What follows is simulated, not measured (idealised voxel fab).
This is a process module. Its name is voxel transistor to metal.
Cross-section cut spans 285 nm and uses square cells 5 nm in size.
How to read a cross-section here: the picture is a grid of square cells, written as bands going from the top down, and any band can span one or more rows of cells. First you get the band's top height and its bottom height, in nm, and then the materials it's made of, left to right, with each width in nm. If you see a single material with "throughout", that one covers the band edge to edge. "air" is empty space. Beneath 0, the wafer as received is one material, and that level is where height counting begins. The lowest band goes on downward without a bottom; it is written like "0 down". The two numbers in a width such as "30 to 40" mark its ends across the band: the first belongs to the top row of cells, the second to the bottom row, and from each row to the next the width moves by the same amount. Any step labelled "stayed the same" changed none of the cells in the cross-section. The entry titled "Cavities, sealed" provides the empty spaces that have no open way to the top, restricted to those of 8 cells or more. Each is presented as width x height at distance, the distance being measured from the left edge, with all three in nm. Step line, after settings: the simulator's comment on this step. overlay nm: mask offset rightward from planned place, masked step; negative means leftward offset.
[Steps in the process plan]
1. RECEIVE with material Si
2. OXIDIZE with depth nm 5
3. CONFORMAL_DEP with material SiN, thk nm 10
4. PATTERN with tone cover, mask id ACTIVE, material resist, width nm 110, pitch nm 135, thk nm 20, overlay nm 0
5. DIRECTIONAL_ETCH with etch materials SiN, depth nm 10
6. DIRECTIONAL_ETCH with etch materials SiO2, depth nm 5
7. DIRECTIONAL_ETCH with etch materials Si, depth nm 30
8. STRIP with etch materials resist
9. OXIDIZE with depth nm 5
10. FILL_DEP with material SiO2, thk nm 10
11. CMP with height nm 10
12. SELECTIVE_ETCH with etch materials SiO2, depth nm 10
13. STRIP with etch materials SiN
14. SELECTIVE_ETCH with etch materials SiO2, depth nm 5
15. OXIDIZE with depth nm 5
16. DIRECTIONAL_DEP with material polySi, thk nm 30
17. DIRECTIONAL_DEP with material SiCN, thk nm 15
18. PATTERN with tone cover, mask id GATE, material resist, width nm 30, pitch nm 135, thk nm 20, overlay nm 0
19. DIRECTIONAL_ETCH with etch materials SiCN, depth nm 25
20. DIRECTIONAL_ETCH with etch materials polySi, depth nm 40
21. STRIP with etch materials resist
22. CONFORMAL_DEP with material SiO2, thk nm 5
23. DIRECTIONAL_ETCH with etch materials SiO2, depth nm 5
24. CONFORMAL_DEP with material SiN, thk nm 10
25. DIRECTIONAL_ETCH with etch materials SiN, depth nm 10
26. DIRECTIONAL_ETCH with etch materials SiO2, depth nm 5
27. DIRECTIONAL_ETCH with etch materials Si, depth nm 10
28. EPI with material pSi, thk nm 10
29. FILL_DEP with material SiO2, thk nm 5
30. CMP with height nm 25
31. STRIP with etch materials polySi
32. SELECTIVE_ETCH with etch materials SiO2, depth nm 5
33. CONFORMAL_DEP with material HfO2, thk nm 5
34. CONFORMAL_DEP with material TiN, thk nm 5
35. FILL_DEP with material W, thk nm 10
36. CMP with height nm 20
37. DIRECTIONAL_DEP with material SiO2, thk nm 10
38. MASKED_ETCH with tone open, mask id CONTACT, width nm 15, etch materials SiO2, depth nm 40, overlay nm 0
39. CONFORMAL_DEP with material TiN, thk nm 5
40. FILL_DEP with material Ru, thk nm 10
41. CMP with height nm 30
42. CONFORMAL_DEP with material SiN, thk nm 5
43. DIRECTIONAL_DEP with material lowk, thk nm 20
44. MASKED_ETCH with tone open, mask id METAL_1, width nm 15, etch materials lowk, depth nm 20, overlay nm 0
45. MASKED_ETCH with tone open, mask id METAL_1, width nm 15, etch materials SiN, depth nm 5, overlay nm 0
46. CONFORMAL_DEP with material TiN, thk nm 5
47. FILL_DEP with material Ru, thk nm 10
48. CMP with height nm 55
49. CONFORMAL_DEP with material SiCN, thk nm 5
50. DIRECTIONAL_DEP with material lowk, thk nm 30
51. PATTERN with tone open, mask id METAL_2, material resist, width nm 15, pitch nm 135, thk nm 15, overlay nm 0
52. DIRECTIONAL_ETCH with etch materials lowk, depth nm 20
53. STRIP with etch materials resist
54. MASKED_ETCH with tone open, mask id METAL_2_HOLES, width nm 15, pitch nm 135, etch materials lowk, depth nm 10, overlay nm 0
55. MASKED_ETCH with tone open, mask id METAL_2_HOLES, width nm 15, pitch nm 135, etch materials SiCN, depth nm 5, overlay nm 0
56. CONFORMAL_DEP with material TiN, thk nm 5
57. FILL_DEP with material Cu, thk nm 10
58. CMP with height nm 90
59. CONFORMAL_DEP with material SiCN, thk nm 5
[Step 1 complete: cross-section of the wafer as received]
> 0 down = Si throughout
> Cavities, sealed: none
[Final cross-section, module run with one mistake (start and plan as above)]
> 95 to 90 = SiCN throughout
> 90 to 60 = 30 of lowk, 5 of TiN, 5 of Cu, 5 of TiN, 120 of lowk, 5 of TiN, 5 of Cu, 5 of TiN, 105 of lowk
> 60 to 55 = 30 of SiCN, 15 of TiN, 120 of SiCN, 15 of TiN, 105 of SiCN
> 55 to 35 = 30 of lowk, 5 of TiN, 5 of Ru, 5 of TiN, 60 of lowk, 5 of TiN, 5 of Ru, 5 of TiN, 45 of lowk, 5 of TiN, 5 of Ru, 5 of TiN, 60 of lowk, 5 of TiN, 5 of Ru, 5 of TiN, 30 of lowk
> 35 to 30 = 30 of SiN, 15 of TiN, 60 of SiN, 15 of TiN, 45 of SiN, 15 of TiN, 60 of SiN, 15 of TiN, 30 of SiN
> 30 to 20 = 30 of SiO2, 5 of TiN, 5 of Ru, 5 of TiN, 60 of SiO2, 5 of TiN, 5 of Ru, 5 of TiN, 45 of SiO2, 5 of TiN, 5 of Ru, 5 of TiN, 60 of SiO2, 5 of TiN, 5 of Ru, 5 of TiN, 30 of SiO2
> 20 to 15 = 30 of SiO2, 5 of TiN, 5 of Ru, 5 of TiN, 10 of SiN, 5 of HfO2, 5 of TiN, 20 of W, 5 of TiN, 5 of HfO2, 10 of SiN, 5 of TiN, 5 of Ru, 5 of TiN, 45 of SiO2, 5 of TiN, 5 of Ru, 5 of TiN, 10 of SiN, 5 of HfO2, 5 of TiN, 20 of W, 5 of TiN, 5 of HfO2, 10 of SiN, 5 of TiN, 5 of Ru, 5 of TiN, 30 of SiO2
> 15 to 10 = 30 of SiO2, 15 of TiN, 10 of SiN, 5 of HfO2, 5 of TiN, 20 of W, 5 of TiN, 5 of HfO2, 10 of SiN, 15 of TiN, 45 of SiO2, 15 of TiN, 10 of SiN, 5 of HfO2, 5 of TiN, 20 of W, 5 of TiN, 5 of HfO2, 10 of SiN, 15 of TiN, 30 of SiO2
> 10 to 0 = 30 of SiO2, 5 of TiN, 10 of SiO2, 10 of SiN, 5 of HfO2, 5 of TiN, 20 of W, 5 of TiN, 5 of HfO2, 10 of SiN, 10 of SiO2, 5 of TiN, 45 of SiO2, 5 of TiN, 10 of SiO2, 10 of SiN, 5 of HfO2, 5 of TiN, 20 of W, 5 of TiN, 5 of HfO2, 10 of SiN, 10 of SiO2, 5 of TiN, 30 of SiO2
> 0 to -5 = 35 of SiO2, 10 of pSi, 10 of SiN, 5 of HfO2, 30 of TiN, 5 of HfO2, 10 of SiN, 10 of pSi, 55 of SiO2, 10 of pSi, 10 of SiN, 5 of HfO2, 30 of TiN, 5 of HfO2, 10 of SiN, 10 of pSi, 35 of SiO2
> -5 to -10 = 35 of SiO2, 10 of pSi, 10 of SiO2, 40 of HfO2, 10 of SiO2, 10 of pSi, 55 of SiO2, 10 of pSi, 10 of SiO2, 40 of HfO2, 10 of SiO2, 10 of pSi, 35 of SiO2
> -10 to -20 = 25 of SiO2, 20 of pSi, 60 of Si, 20 of pSi, 35 of SiO2, 20 of pSi, 60 of Si, 20 of pSi, 25 of SiO2
> -20 to -40 = 25 of SiO2, 100 of Si, 35 of SiO2, 100 of Si, 25 of SiO2
> -40 down = Si throughout
> Cavities, sealed: none
The mistake made against the process plan was this: contrary to the plan, steps 37 and 38 were processed in exchanged order
